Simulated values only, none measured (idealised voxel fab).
Module name: voxel wiring stack (process module)
Xsec cut, 150 nm wide, square cell size 5 nm.
A cross-section is written here as square cells arranged in a grid, and it is given in bands from the top down, each band taking up one or more rows of cells.
Heads up on the band format: heights come first, top then bottom, in nm. After that it's the materials left to right, each with its width in nm. A single material flagged "full width" fills the whole band edge to edge, and "blank" means there's empty space there.
We count height from 0. Below that, the starting wafer is all one material. The lowest band never ends at the bottom but goes on down; see "0 and below" for how that is written.
Width "30->40": first value at the band's top row of cells, second value at its bottom row, equal change from row to row.
Given "no alterations made" for a step, no cell of the cross-section differs between before and after that step.
"Fully sealed voids" - sealed voids, min. 8 cells, no opening to top; format: width x height at distance (distance from left edge; nm throughout).
Text after the settings on a step's line: the simulator's own remark on that step.
overlay nm: on a step with a mask, how far right of its planned place the mask lay; negative means left.
[List of planned process steps]
1: RECEIVE, material Si
2: CONFORMAL_DEP, material SiO2, thk nm 15
3: CONFORMAL_DEP, material SiCN, thk nm 5
4: DIRECTIONAL_DEP, material SiO2, thk nm 15
5: DIRECTIONAL_DEP, material aC, thk nm 10
6: PATTERN, tone open, mask id METAL_1, material resist, width nm 25, pitch nm 40, thk nm 25, overlay nm 0
7: DIRECTIONAL_ETCH, etch materials aC, depth nm 10
8: STRIP, etch materials resist
9: DIRECTIONAL_ETCH, etch materials SiO2, depth nm 15
10: DIRECTIONAL_ETCH, etch materials SiCN, depth nm 5
11: STRIP, etch materials aC
12: CONFORMAL_DEP, material TiN, thk nm 5
13: FILL_DEP, material Cu, thk nm 5
14: CMP, height nm 35
15: CONFORMAL_DEP, material SiCN, thk nm 5
16: DIRECTIONAL_DEP, material lowk, thk nm 30
17: DIRECTIONAL_DEP, material aC, thk nm 15
18: PATTERN, tone open, mask id METAL_2, material resist, width nm 25, pitch nm 40, thk nm 30, overlay nm 0
19: DIRECTIONAL_ETCH, etch materials aC, depth nm 15
20: STRIP, etch materials resist
21: DIRECTIONAL_ETCH, etch materials lowk, depth nm 15
22: STRIP, etch materials aC
23: MASKED_ETCH, tone open, mask id METAL_2_HOLES, width nm 15, pitch nm 80, etch materials lowk, depth nm 15, overlay nm 0
24: MASKED_ETCH, tone open, mask id METAL_2_HOLES, width nm 15, pitch nm 80, etch materials SiCN, depth nm 5, overlay nm 0
25: CONFORMAL_DEP, material TiN, thk nm 5
26: FILL_DEP, material Ru, thk nm 10
27: CMP, height nm 70
28: CONFORMAL_DEP, material SiN, thk nm 5
[Below: the first of two wafers, run as planned]
[Cross-section, incoming material, after step 1]
  0 and below = Si full width
  Fully sealed voids: none
[After step 2: wafer cross-section]
  15 down to 0 = SiO2 full width
  Everything under 0 stays put, no change at all.
[After step 3: wafer cross-section]
  20 down to 15 = SiCN full width
  Everything under 15 stays put, no change at all.
[After step 4: wafer cross-section]
  35 down to 20 = SiO2 full width
  Everything under 20 stays put, no change at all.
[After step 5: wafer cross-section]
  45 down to 35 = aC full width
  Everything under 35 stays put, no change at all.
[After step 6: wafer cross-section]
  70 down to 45 = resist=20 / blank=25 / resist=15 / blank=25 / resist=15 / blank=25 / resist=25
  Everything under 45 stays put, no change at all.
[After step 7: wafer cross-section]
  60 down to 45 = resist=20 / blank=25 / resist=15 / blank=25 / resist=15 / blank=25 / resist=25
  45 down to 35 = aC=20 / blank=25 / aC=15 / blank=25 / aC=15 / blank=25 / aC=25
  Everything under 35 stays put, no change at all.
[After step 8: wafer cross-section]
  45 down to 35 = aC=20 / blank=25 / aC=15 / blank=25 / aC=15 / blank=25 / aC=25
  Everything under 35 stays put, no change at all.
[After step 9: wafer cross-section]
  45 down to 35 = aC=20 / blank=25 / aC=15 / blank=25 / aC=15 / blank=25 / aC=25
  35 down to 20 = SiO2=20 / blank=25 / SiO2=15 / blank=25 / SiO2=15 / blank=25 / SiO2=25
  Everything under 20 stays put, no change at all.
[After step 10: wafer cross-section]
  45 down to 35 = aC=20 / blank=25 / aC=15 / blank=25 / aC=15 / blank=25 / aC=25
  35 down to 20 = SiO2=20 / blank=25 / SiO2=15 / blank=25 / SiO2=15 / blank=25 / SiO2=25
  20 down to 15 = SiCN=20 / blank=25 / SiCN=15 / blank=25 / SiCN=15 / blank=25 / SiCN=25
  Everything under 15 stays put, no change at all.
[After step 11: wafer cross-section]
  35 down to 20 = SiO2=20 / blank=25 / SiO2=15 / blank=25 / SiO2=15 / blank=25 / SiO2=25
  Everything under 20 stays put, no change at all.
[After step 12: wafer cross-section]
  40 down to 35 = TiN=25 / blank=15 / TiN=25 / blank=15 / TiN=25 / blank=15 / TiN=30
  35 down to 20 = SiO2=20 / TiN=5 / blank=15 / TiN=5 / SiO2=15 / TiN=5 / blank=15 / TiN=5 / SiO2=15 / TiN=5 / blank=15 / TiN=5 / SiO2=25
  20 down to 15 = SiCN=20 / TiN=25 / SiCN=15 / TiN=25 / SiCN=15 / TiN=25 / SiCN=25
  Everything under 15 stays put, no change at all.
[After step 13: wafer cross-section]
  45 down to 40 = Cu full width
  40 down to 35 = TiN=25 / Cu=15 / TiN=25 / Cu=15 / TiN=25 / Cu=15 / TiN=30
  35 down to 20 = SiO2=20 / TiN=5 / Cu=15 / TiN=5 / SiO2=15 / TiN=5 / Cu=15 / TiN=5 / SiO2=15 / TiN=5 / Cu=15 / TiN=5 / SiO2=25
  Everything under 20 stays put, no change at all.
[After step 14: wafer cross-section]
  35 down to 20 = SiO2=20 / TiN=5 / Cu=15 / TiN=5 / SiO2=15 / TiN=5 / Cu=15 / TiN=5 / SiO2=15 / TiN=5 / Cu=15 / TiN=5 / SiO2=25
  Everything under 20 stays put, no change at all.
[After step 15: wafer cross-section]
  40 down to 35 = SiCN full width
  Everything under 35 stays put, no change at all.
[After step 16: wafer cross-section]
  70 down to 40 = lowk full width
  Everything under 40 stays put, no change at all.
[After step 17: wafer cross-section]
  85 down to 70 = aC full width
  Everything under 70 stays put, no change at all.
[After step 18: wafer cross-section]
  115 down to 85 = resist=20 / blank=25 / resist=15 / blank=25 / resist=15 / blank=25 / resist=25
  Everything under 85 stays put, no change at all.
[After step 19: wafer cross-section]
  100 down to 85 = resist=20 / blank=25 / resist=15 / blank=25 / resist=15 / blank=25 / resist=25
  85 down to 70 = aC=20 / blank=25 / aC=15 / blank=25 / aC=15 / blank=25 / aC=25
  Everything under 70 stays put, no change at all.
[After step 20: wafer cross-section]
  85 down to 70 = aC=20 / blank=25 / aC=15 / blank=25 / aC=15 / blank=25 / aC=25
  Everything under 70 stays put, no change at all.
[After step 21: wafer cross-section]
  85 down to 70 = aC=20 / blank=25 / aC=15 / blank=25 / aC=15 / blank=25 / aC=25
  70 down to 55 = lowk=20 / blank=25 / lowk=15 / blank=25 / lowk=15 / blank=25 / lowk=25
  Everything under 55 stays put, no change at all.
[After step 22: wafer cross-section]
  70 down to 55 = lowk=20 / blank=25 / lowk=15 / blank=25 / lowk=15 / blank=25 / lowk=25
  Everything under 55 stays put, no change at all.
[After step 23: wafer cross-section]
  70 down to 55 = lowk=20 / blank=25 / lowk=15 / blank=25 / lowk=15 / blank=25 / lowk=25
  55 down to 40 = lowk=20 / blank=15 / lowk=65 / blank=15 / lowk=35
  Everything under 40 stays put, no change at all.
[After step 24: wafer cross-section]
  70 down to 55 = lowk=20 / blank=25 / lowk=15 / blank=25 / lowk=15 / blank=25 / lowk=25
  55 down to 40 = lowk=20 / blank=15 / lowk=65 / blank=15 / lowk=35
  40 down to 35 = SiCN=20 / blank=15 / SiCN=65 / blank=15 / SiCN=35
  Everything under 35 stays put, no change at all.
[After step 25: wafer cross-section]
  75 down to 70 = TiN=25 / blank=15 / TiN=25 / blank=15 / TiN=25 / blank=15 / TiN=30
  70 down to 60 = lowk=20 / TiN=5 / blank=15 / TiN=5 / lowk=15 / TiN=5 / blank=15 / TiN=5 / lowk=15 / TiN=5 / blank=15 / TiN=5 / lowk=25
  60 down to 55 = lowk=20 / TiN=5 / blank=5 / TiN=15 / lowk=15 / TiN=25 / lowk=15 / TiN=5 / blank=5 / TiN=15 / lowk=25
  55 down to 40 = lowk=20 / TiN=5 / blank=5 / TiN=5 / lowk=65 / TiN=5 / blank=5 / TiN=5 / lowk=35
  40 down to 35 = SiCN=20 / TiN=15 / SiCN=65 / TiN=15 / SiCN=35
  Everything under 35 stays put, no change at all.
[After step 26: wafer cross-section]
  85 down to 75 = Ru full width
  75 down to 70 = TiN=25 / Ru=15 / TiN=25 / Ru=15 / TiN=25 / Ru=15 / TiN=30
  70 down to 60 = lowk=20 / TiN=5 / Ru=15 / TiN=5 / lowk=15 / TiN=5 / Ru=15 / TiN=5 / lowk=15 / TiN=5 / Ru=15 / TiN=5 / lowk=25
  60 down to 55 = lowk=20 / TiN=5 / Ru=5 / TiN=15 / lowk=15 / TiN=25 / lowk=15 / TiN=5 / Ru=5 / TiN=15 / lowk=25
  55 down to 40 = lowk=20 / TiN=5 / Ru=5 / TiN=5 / lowk=65 / TiN=5 / Ru=5 / TiN=5 / lowk=35
  Everything under 40 stays put, no change at all.
[After step 27: wafer cross-section]
  70 down to 60 = lowk=20 / TiN=5 / Ru=15 / TiN=5 / lowk=15 / TiN=5 / Ru=15 / TiN=5 / lowk=15 / TiN=5 / Ru=15 / TiN=5 / lowk=25
  Everything under 60 stays put, no change at all.
[After step 28: wafer cross-section]
  75 down to 70 = SiN full width
  Everything under 70 stays put, no change at all.
[Wafer two. Same start, same plan, one slip in execution. Same as wafer one through step 15, inclusive]
[Second wafer: cross-section at the scheduled end of step 16]
  60 down to 40 = lowk full width
  Everything under 40 stays put, no change at all.
[Second wafer: cross-section at the scheduled end of step 17]
  75 down to 60 = aC full width
  Everything under 60 stays put, no change at all.
[Second wafer: cross-section at the scheduled end of step 18]
  105 down to 75 = resist=20 / blank=25 / resist=15 / blank=25 / resist=15 / blank=25 / resist=25
  Everything under 75 stays put, no change at all.
[Second wafer: cross-section at the scheduled end of step 19]
  90 down to 75 = resist=20 / blank=25 / resist=15 / blank=25 / resist=15 / blank=25 / resist=25
  75 down to 60 = aC=20 / blank=25 / aC=15 / blank=25 / aC=15 / blank=25 / aC=25
  Everything under 60 stays put, no change at all.
[Second wafer: cross-section at the scheduled end of step 20]
  75 down to 60 = aC=20 / blank=25 / aC=15 / blank=25 / aC=15 / blank=25 / aC=25
  Everything under 60 stays put, no change at all.
[Second wafer: cross-section at the scheduled end of step 21]
  75 down to 60 = aC=20 / blank=25 / aC=15 / blank=25 / aC=15 / blank=25 / aC=25
  60 down to 45 = lowk=20 / blank=25 / lowk=15 / blank=25 / lowk=15 / blank=25 / lowk=25
  Everything under 45 stays put, no change at all.
[Second wafer: cross-section at the scheduled end of step 22]
  60 down to 45 = lowk=20 / blank=25 / lowk=15 / blank=25 / lowk=15 / blank=25 / lowk=25
  Everything under 45 stays put, no change at all.
[Second wafer: cross-section at the scheduled end of step 23]
  60 down to 45 = lowk=20 / blank=25 / lowk=15 / blank=25 / lowk=15 / blank=25 / lowk=25
  45 down to 40 = lowk=20 / blank=15 / lowk=65 / blank=15 / lowk=35
  Everything under 40 stays put, no change at all.
[Second wafer: cross-section at the scheduled end of step 24]
  60 down to 45 = lowk=20 / blank=25 / lowk=15 / blank=25 / lowk=15 / blank=25 / lowk=25
  45 down to 40 = lowk=20 / blank=15 / lowk=65 / blank=15 / lowk=35
  40 down to 35 = SiCN=20 / blank=15 / SiCN=65 / blank=15 / SiCN=35
  Everything under 35 stays put, no change at all.
[Second wafer: cross-section at the scheduled end of step 25]
  65 down to 60 = TiN=25 / blank=15 / TiN=25 / blank=15 / TiN=25 / blank=15 / TiN=30
  60 down to 50 = lowk=20 / TiN=5 / blank=15 / TiN=5 / lowk=15 / TiN=5 / blank=15 / TiN=5 / lowk=15 / TiN=5 / blank=15 / TiN=5 / lowk=25
  50 down to 45 = lowk=20 / TiN=5 / blank=5 / TiN=15 / lowk=15 / TiN=25 / lowk=15 / TiN=5 / blank=5 / TiN=15 / lowk=25
  45 down to 40 = lowk=20 / TiN=5 / blank=5 / TiN=5 / lowk=65 / TiN=5 / blank=5 / TiN=5 / lowk=35
  40 down to 35 = SiCN=20 / TiN=15 / SiCN=65 / TiN=15 / SiCN=35
  Everything under 35 stays put, no change at all.
[Second wafer: cross-section at the scheduled end of step 26]
  75 down to 65 = Ru full width
  65 down to 60 = TiN=25 / Ru=15 / TiN=25 / Ru=15 / TiN=25 / Ru=15 / TiN=30
  60 down to 50 = lowk=20 / TiN=5 / Ru=15 / TiN=5 / lowk=15 / TiN=5 / Ru=15 / TiN=5 / lowk=15 / TiN=5 / Ru=15 / TiN=5 / lowk=25
  50 down to 45 = lowk=20 / TiN=5 / Ru=5 / TiN=15 / lowk=15 / TiN=25 / lowk=15 / TiN=5 / Ru=5 / TiN=15 / lowk=25
  45 down to 40 = lowk=20 / TiN=5 / Ru=5 / TiN=5 / lowk=65 / TiN=5 / Ru=5 / TiN=5 / lowk=35
  Everything under 40 stays put, no change at all.
[Second wafer: cross-section at the scheduled end of step 27]
  70 down to 65 = Ru full width
  Everything under 65 stays put, no change at all.
[Second wafer: cross-section at the scheduled end of step 28]
  75 down to 70 = SiN full width
  Everything under 70 stays put, no change at all.
Misprocessing identified: planned and actual differ for step 16; actual: DIRECTIONAL_DEP, material lowk, thk nm 20
at the end the second wafer has, in cells: Ru +35 | TiN +13 | lowk -48
